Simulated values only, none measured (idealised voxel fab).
Name of the process module below: voxel released beams
FYI the section here is cut, 210 nm wide, cells are 5 nm squares.
Throughout this document, each cross-section is represented as a grid of square cells and is presented as a sequence of bands enumerated from the top downward, where a band comprises one or more rows of cells. Band: top height; bottom height; in nm. Then, left to right: material with width in nm, for each material. "throughout": a single material spanning edge to edge. "empty": empty space. A quick word on heights: they are counted from 0, and under that level the wafer as it came to us is one material throughout. The lowest band is different from the rest in having no bottom; it simply continues downward, written as in "z 0 and below". Width spec "30 to 40" -> top row of cells at first value, bottom row at second value, equal per-row change in between. Key: "changes: none" - step with no changed cell in the cross-section. Enclosed voids (no open way to top), threshold 8 cells or more, entry "Enclosed void entries", notation width x height at distance, distance from left edge, nm. That trailing text on a step's line, after the settings, is the simulator's own remark on the step. "overlay nm" on a masked step: distance the mask lay right of its planned place, negative for left.
-- plan
1: RECEIVE | material Si
2: CONFORMAL_DEP | material Al2O3 | thk nm 5
3: DIRECTIONAL_DEP | material SiO2 | thk nm 20
4: DIRECTIONAL_DEP | material aC | thk nm 10
5: PATTERN | tone open | mask id ANCHOR | material resist | width nm 35 | thk nm 25 | overlay nm 0
6: DIRECTIONAL_ETCH | etch materials aC | depth nm 10
7: STRIP | etch materials resist
8: DIRECTIONAL_ETCH | etch materials SiO2 | depth nm 20
9: STRIP | etch materials aC
10: CONFORMAL_DEP | material W | thk nm 10
11: MASKED_ETCH | tone cover | mask id BEAM | width nm 80 | etch materials W | depth nm 10 | overlay nm 0
12: STRIP | etch materials SiO2
-- First wafer out of two, processed as planned
-- as received, after step 1
  z 0 and below  Si throughout
  Enclosed void entries: none
-- The wafer in cross-section once step 2 is complete
  z 5 to 0  Al2O3 throughout
  Below 0, the layers are the same as they were.
-- The wafer in cross-section once step 3 is complete
  z 25 to 5  SiO2 throughout
  Below 5, the layers are the same as they were.
-- The wafer in cross-section once step 4 is complete
  z 35 to 25  aC throughout
  Below 25, the layers are the same as they were.
-- The wafer in cross-section once step 5 is complete
  z 60 to 35  resist: 65, empty: 35, resist: 110
  Below 35, the layers are the same as they were.
-- The wafer in cross-section once step 6 is complete
  z 50 to 35  resist: 65, empty: 35, resist: 110
  z 35 to 25  aC: 65, empty: 35, aC: 110
  Below 25, the layers are the same as they were.
-- The wafer in cross-section once step 7 is complete
  z 35 to 25  aC: 65, empty: 35, aC: 110
  Below 25, the layers are the same as they were.
-- The wafer in cross-section once step 8 is complete
  z 35 to 25  aC: 65, empty: 35, aC: 110
  z 25 to 5  SiO2: 65, empty: 35, SiO2: 110
  Below 5, the layers are the same as they were.
-- The wafer in cross-section once step 9 is complete
  z 25 to 5  SiO2: 65, empty: 35, SiO2: 110
  Below 5, the layers are the same as they were.
-- The wafer in cross-section once step 10 is complete
  z 35 to 25  W: 75, empty: 15, W: 120
  z 25 to 15  SiO2: 65, W: 10, empty: 15, W: 10, SiO2: 110
  z 15 to 5  SiO2: 65, W: 35, SiO2: 110
  Below 5, the layers are the same as they were.
-- The wafer in cross-section once step 11 is complete
  z 35 to 25  empty: 60, W: 15, empty: 15, W: 50, empty: 70
  Below 25, the layers are the same as they were.
-- The wafer in cross-section once step 12 is complete
  z 35 to 25  empty: 60, W: 15, empty: 15, W: 50, empty: 70
  z 25 to 15  empty: 65, W: 10, empty: 15, W: 10, empty: 110
  z 15 to 5  empty: 65, W: 35, empty: 110
  Below 5, the layers are the same as they were.
-- Wafer two of the pair: same origin, same plan, one error during the run; identical to wafer one up to and including step 2
-- Second wafer shown in cross-section at the time step 3 was slated to end
  z 20 to 5  SiO2 throughout
  Below 5, the layers are the same as they were.
-- Second wafer shown in cross-section at the time step 4 was slated to end
  z 30 to 20  aC throughout
  Below 20, the layers are the same as they were.
-- Second wafer shown in cross-section at the time step 5 was slated to end
  z 55 to 30  resist: 65, empty: 35, resist: 110
  Below 30, the layers are the same as they were.
-- Second wafer shown in cross-section at the time step 6 was slated to end
  z 45 to 30  resist: 65, empty: 35, resist: 110
  z 30 to 20  aC: 65, empty: 35, aC: 110
  Below 20, the layers are the same as they were.
-- Second wafer shown in cross-section at the time step 7 was slated to end
  z 30 to 20  aC: 65, empty: 35, aC: 110
  Below 20, the layers are the same as they were.
-- Second wafer shown in cross-section at the time step 8 was slated to end
  z 30 to 20  aC: 65, empty: 35, aC: 110
  z 20 to 5  SiO2: 65, empty: 35, SiO2: 110
  Below 5, the layers are the same as they were.
-- Second wafer shown in cross-section at the time step 9 was slated to end
  z 20 to 5  SiO2: 65, empty: 35, SiO2: 110
  Below 5, the layers are the same as they were.
-- Second wafer shown in cross-section at the time step 10 was slated to end
  z 30 to 20  W: 75, empty: 15, W: 120
  z 20 to 15  SiO2: 65, W: 10, empty: 15, W: 10, SiO2: 110
  z 15 to 5  SiO2: 65, W: 35, SiO2: 110
  Below 5, the layers are the same as they were.
-- Second wafer shown in cross-section at the time step 11 was slated to end
  z 30 to 20  empty: 60, W: 15, empty: 15, W: 50, empty: 70
  Below 20, the layers are the same as they were.
-- Second wafer shown in cross-section at the time step 12 was slated to end
  z 30 to 20  empty: 60, W: 15, empty: 15, W: 50, empty: 70
  z 20 to 15  empty: 65, W: 10, empty: 15, W: 10, empty: 110
  z 15 to 5  empty: 65, W: 35, empty: 110
  Below 5, the layers are the same as they were.
The mistake made against the process plan was this: so step 3 ended up running with a different setting than we planned, it ran as DIRECTIONAL_DEP | material SiO2 | thk nm 15
Once processing is complete, comparing cell counts shows that the second wafer has more or fewer of certain materials than the first: W: 4 fewer
